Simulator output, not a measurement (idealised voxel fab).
Documented hereafter: the process module known as voxel wiring stack.
Square cells of 5 nm make up the cross-section cut, whose width is 290 nm.
Bands, listed from the top down, are how a cross-section gets written in this document; the cross-section itself is a grid of square cells, and a band is one or more rows of them. Top height, bottom height, nm. Materials left to right, width each, nm. Single material + "edge to edge" = fills band edge to edge. "blank" = empty. Zero point of the height axis is 0; under it, received wafer = one material. Lowest band: continues down indefinitely, "0 down". Per-row width for "30 to 40": begins at first number (top row of band), ends at second number (bottom row), increment between rows held constant. Any step labelled "everything unchanged" changed none of the cells in the cross-section. "Enclosed void listing" - sealed voids, min. 8 cells, no opening to top; format: width x height at distance (distance from left edge; nm throughout). Past the settings on a step's line: simulator remark, on that step. overlay nm: step with mask; distance mask lay right of planned place; negative value = left of planned place.
Planned process steps:
1. RECEIVE [material Si]
2. CONFORMAL_DEP [material SiO2] [thk nm 15]
3. CONFORMAL_DEP [material SiCN] [thk nm 5]
4. DIRECTIONAL_DEP [material lowk] [thk nm 20]
5. DIRECTIONAL_DEP [material aC] [thk nm 10]
6. PATTERN [tone open] [mask id METAL_1] [material resist] [width nm 30] [pitch nm 45] [thk nm 25] [overlay nm 0]
7. DIRECTIONAL_ETCH [etch materials aC] [depth nm 10]
8. STRIP [etch materials resist]
9. DIRECTIONAL_ETCH [etch materials lowk] [depth nm 20]
10. DIRECTIONAL_ETCH [etch materials SiCN] [depth nm 5]
11. STRIP [etch materials aC]
12. CONFORMAL_DEP [material TiN] [thk nm 5]
13. FILL_DEP [material Cu] [thk nm 10]
14. CMP [height nm 40]
15. CONFORMAL_DEP [material SiCN] [thk nm 5]
16. DIRECTIONAL_DEP [material SiO2] [thk nm 15]
17. PATTERN [tone open] [mask id PLUG_1] [material resist] [width nm 15] [pitch nm 45] [thk nm 15] [overlay nm 0]
18. DIRECTIONAL_ETCH [etch materials SiO2] [depth nm 15]
19. DIRECTIONAL_ETCH [etch materials SiCN] [depth nm 5]
20. STRIP [etch materials resist]
21. EPI [material Ru] [thk nm 10]
22. EPI [material Ru] [thk nm 10]
23. CONFORMAL_DEP [material SiCN] [thk nm 5]
24. DIRECTIONAL_DEP [material lowk] [thk nm 20]
25. MASKED_ETCH [tone open] [mask id METAL_2] [width nm 30] [pitch nm 45] [etch materials lowk] [depth nm 20] [overlay nm 0]
26. MASKED_ETCH [tone open] [mask id METAL_2] [width nm 30] [pitch nm 45] [etch materials SiCN] [depth nm 5] [overlay nm 0]
27. CONFORMAL_DEP [material TiN] [thk nm 5]
28. FILL_DEP [material W] [thk nm 10]
29. CMP [height nm 85]
30. CONFORMAL_DEP [material SiCN] [thk nm 5]
31. DIRECTIONAL_DEP [material lowk] [thk nm 25]
32. PATTERN [tone open] [mask id METAL_3_HOLES] [material resist] [width nm 15] [pitch nm 90] [thk nm 15] [overlay nm -15]
33. DIRECTIONAL_ETCH [etch materials lowk] [depth nm 25]
34. STRIP [etch materials resist]
35. DIRECTIONAL_DEP [material aC] [thk nm 15]
36. PATTERN [tone open] [mask id METAL_3] [material resist] [width nm 30] [pitch nm 45] [thk nm 35] [overlay nm 0]
37. DIRECTIONAL_ETCH [etch materials aC] [depth nm 15]
38. STRIP [etch materials resist]
39. DIRECTIONAL_ETCH [etch materials lowk] [depth nm 15]
40. DIRECTIONAL_ETCH [etch materials SiCN] [depth nm 5]
41. STRIP [etch materials aC]
42. CONFORMAL_DEP [material TiN] [thk nm 5]
43. FILL_DEP [material Cu] [thk nm 5]
44. CMP [height nm 115]
45. CONFORMAL_DEP [material SiCN] [thk nm 5]
Quick note for whoever runs this: the wafers start identical, but the overlay nm at step 32 isn't the same across them. The plan just shows what the first wafer had.
The first of several wafers in cross-section, exactly as it reached us after step 1:
0 down  Si edge to edge
Enclosed void listing: none
Tabulated below, wafer by wafer, are the end-of-module results: for each material, the number of cells gained (+) or lost (-) relative to the as-received state, followed by the closed voids:
overlay nm -15, +116 Cu, +48 Ru, +230 SiCN, +312 SiO2, +162 TiN, +64 W, +460 lowk, Enclosed void listing: none
overlay nm -10, +108 Cu, +48 Ru, +228 SiCN, +312 SiO2, +166 TiN, +64 W, +466 lowk, Enclosed void listing: none
overlay nm -5, +104 Cu, +48 Ru, +226 SiCN, +312 SiO2, +166 TiN, +64 W, +472 lowk, Enclosed void listing: none
overlay nm 0, +102 Cu, +48 Ru, +224 SiCN, +312 SiO2, +164 TiN, +64 W, +478 lowk, Enclosed void listing: none
overlay nm 5, +102 Cu, +48 Ru, +224 SiCN, +312 SiO2, +164 TiN, +64 W, +478 lowk, Enclosed void listing: none
overlay nm 10, +102 Cu, +48 Ru, +224 SiCN, +312 SiO2, +164 TiN, +64 W, +478 lowk, Enclosed void listing: none
overlay nm 15, +102 Cu, +48 Ru, +224 SiCN, +312 SiO2, +164 TiN, +64 W, +478 lowk, Enclosed void listing: none
